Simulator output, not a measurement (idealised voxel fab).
The following process module bears the name voxel trench capacitor.
In the cross-section labelled cut, the width is 285 nm and each square cell is 5 nm.
A cross-section is written here as square cells arranged in a grid, and it is given in bands from the top down, each band taking up one or more rows of cells. Per band: top height and bottom height in nm, followed by the left-to-right materials and their widths in nm; "edge to edge" marks a single material spanning edge to edge, "empty" marks empty space. For the purposes of this specification, 0 denotes the height below which the wafer in its as-received condition is composed wholly of one material, and the lowermost band, lacking a lower limit, extends downward without end, as expressed in "0 down". Per-row width for "30 to 40": begins at first number (top row of band), ends at second number (bottom row), increment between rows held constant. The designation "remained the same", where it is given for a processing step, indicates that no cell of the cross-section was altered in the course of that step. So "Closed void entries" is basically the list of trapped voids: any empty space of 8 cells or more that can't reach the top through an opening. They're written width x height at distance, the distance being from the left edge, and it's all nm. Anything after a step's settings on that line? It's the simulator's own note about the step. Each step line may optionally specify "overlay nm", which for a step with a mask gives the rightward distance between the mask's planned place and where it lay, a negative value indicating the leftward direction.

### The following list gives the planned process steps
1 op RECEIVE | material Si
2 op CONFORMAL_DEP | material SiN | thk nm 5
3 op MASKED_ETCH | tone open | mask id TRENCH | width nm 30 | pitch nm 50 | etch materials SiN | depth nm 5 | overlay nm 0
4 op MASKED_ETCH | tone open | mask id TRENCH | width nm 30 | pitch nm 50 | etch materials Si | depth nm 25 | overlay nm 0
5 op CONFORMAL_DEP | material HfO2 | thk nm 5
6 op CONFORMAL_DEP | material TiN | thk nm 5
7 op FILL_DEP | material W | thk nm 5
8 op CMP | height nm 5

### This is the cross-section of the wafer as we received it, i.e. after step 1
    0 down = Si edge to edge
    Closed void entries: none

### Looking at the first of two wafers in cross-section at end of module - ran to plan
    5 to 0 = SiN: 100, HfO2: 5, TiN: 5, W: 10, TiN: 5, HfO2: 5, SiN: 20, HfO2: 5, TiN: 5, W: 10, TiN: 5, HfO2: 5, SiN: 105
    0 to -15 = Si: 100, HfO2: 5, TiN: 5, W: 10, TiN: 5, HfO2: 5, Si: 20, HfO2: 5, TiN: 5, W: 10, TiN: 5, HfO2: 5, Si: 105
    -15 to -20 = Si: 100, HfO2: 5, TiN: 20, HfO2: 5, Si: 20, HfO2: 5, TiN: 20, HfO2: 5, Si: 105
    -20 to -25 = Si: 100, HfO2: 30, Si: 20, HfO2: 30, Si: 105
    -25 down = Si edge to edge
    Closed void entries: none

### Cross-section, second wafer: same start as the first, same plan as the first, one mistake in running it; taken at the end of the module
    5 to 0 = SiN: 100, HfO2: 5, TiN: 5, W: 10, TiN: 5, HfO2: 5, SiN: 20, HfO2: 5, TiN: 5, W: 10, TiN: 5, HfO2: 5, SiN: 105
    0 to -40 = Si: 100, HfO2: 5, TiN: 5, W: 10, TiN: 5, HfO2: 5, Si: 20, HfO2: 5, TiN: 5, W: 10, TiN: 5, HfO2: 5, Si: 105
    -40 to -45 = Si: 100, HfO2: 5, TiN: 20, HfO2: 5, Si: 20, HfO2: 5, TiN: 20, HfO2: 5, Si: 105
    -45 to -50 = Si: 100, HfO2: 30, Si: 20, HfO2: 30, Si: 105
    -50 down = Si edge to edge
    Closed void entries: none
Nonconformance to the process plan: regarding the plan, step 4 was run twice
Count the cells at the end and the second wafer has more or fewer of some materials than the first: HfO2: 20 more | Si: 60 fewer | TiN: 20 more | W: 20 more
